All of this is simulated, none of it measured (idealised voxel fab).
Process module in this document: voxel trench capacitor
The cross-section shown here is cut; it is 160 nm wide and divided into square cells measuring 5 nm on a side.
Cross-section, as written here: a square-cell grid given band by band from the top down, where a band holds one or more rows of cells.
For a band, the entry starts with two heights in nm, that of the top and then that of the bottom, and carries on with the band's materials in order from left to right, each alongside its width in nm; the word "throughout" beside a single material means it fills the band edge to edge, and "blank" means empty space.
Below 0: as-received wafer, all one material; heights counted from there. Lowest band: no bottom, goes on down, written "0..down".
Note: "30..40" means the width goes from the first number (top row of the band) to the second number (bottom row) in equal steps per row of cells.
The cross-section has no changed cell in any step marked "everything unchanged".
Empty spaces counting at least 8 cells and having no open way to the top are listed in "Unvented internal voids". The notation width x height at distance is used for each, the distance being from the left edge and all three values in nm.
Formally, on a step line, whatever follows the settings is a remark that the simulator itself makes on the step.
overlay nm: step with mask; distance mask lay right of planned place; negative value = left of planned place.

[This section lists the process steps that were planned]
1,RECEIVE | material Si
2,CONFORMAL_DEP | material SiN | thk nm 5
3,DIRECTIONAL_DEP | material aC | thk nm 15
4,PATTERN | tone open | mask id TRENCH | material resist | width nm 20 | pitch nm 40 | thk nm 35 | overlay nm 0
5,DIRECTIONAL_ETCH | etch materials aC | depth nm 15
6,STRIP | etch materials resist
7,DIRECTIONAL_ETCH | etch materials SiN | depth nm 5
8,DIRECTIONAL_ETCH | etch materials Si | depth nm 30
9,STRIP | etch materials aC
10,CONFORMAL_DEP | material SiO2 | thk nm 5
11,FILL_DEP | material polySi | thk nm 10
12,CMP | height nm 5

[As-received state of the wafer in cross-section, equivalent to post-step 1]
> 0..down: Si throughout
> Unvented internal voids: none

[Cross-sectional view of the first of the two wafers upon completion of the module, processed in accordance with the plan]
> 5..0: SiN 30, SiO2 5, polySi 10, SiO2 5, SiN 20, SiO2 5, polySi 10, SiO2 5, SiN 20, SiO2 5, polySi 10, SiO2 5, SiN 30
> 0..-25: Si 30, SiO2 5, polySi 10, SiO2 5, Si 20, SiO2 5, polySi 10, SiO2 5, Si 20, SiO2 5, polySi 10, SiO2 5, Si 30
> -25..-30: Si 30, SiO2 20, Si 20, SiO2 20, Si 20, SiO2 20, Si 30
> -30..down: Si throughout
> Unvented internal voids: none

[Cross-section, second wafer: same start as the first, same plan as the first, one mistake in running it; taken at the end of the module]
> 5..0: SiN 35, SiO2 5, polySi 5, SiO2 5, SiN 25, SiO2 5, polySi 5, SiO2 5, SiN 25, SiO2 5, polySi 5, SiO2 5, SiN 30
> 0..-25: Si 35, SiO2 5, polySi 5, SiO2 5, Si 25, SiO2 5, polySi 5, SiO2 5, Si 25, SiO2 5, polySi 5, SiO2 5, Si 30
> -25..-30: Si 35, SiO2 15, Si 25, SiO2 15, Si 25, SiO2 15, Si 30
> -30..down: Si throughout
> Unvented internal voids: none
Against the plan, the run slipped here: for step 4, the planned setting was not used; the step was instead run as PATTERN | tone open | mask id TRENCH | material resist | width nm 15 | pitch nm 40 | thk nm 35 | overlay nm 0
Count the cells at the end and the second wafer has more or fewer of some materials than the first: 18 more of Si | 3 more of SiN | 3 fewer of SiO2 | 18 fewer of polySi
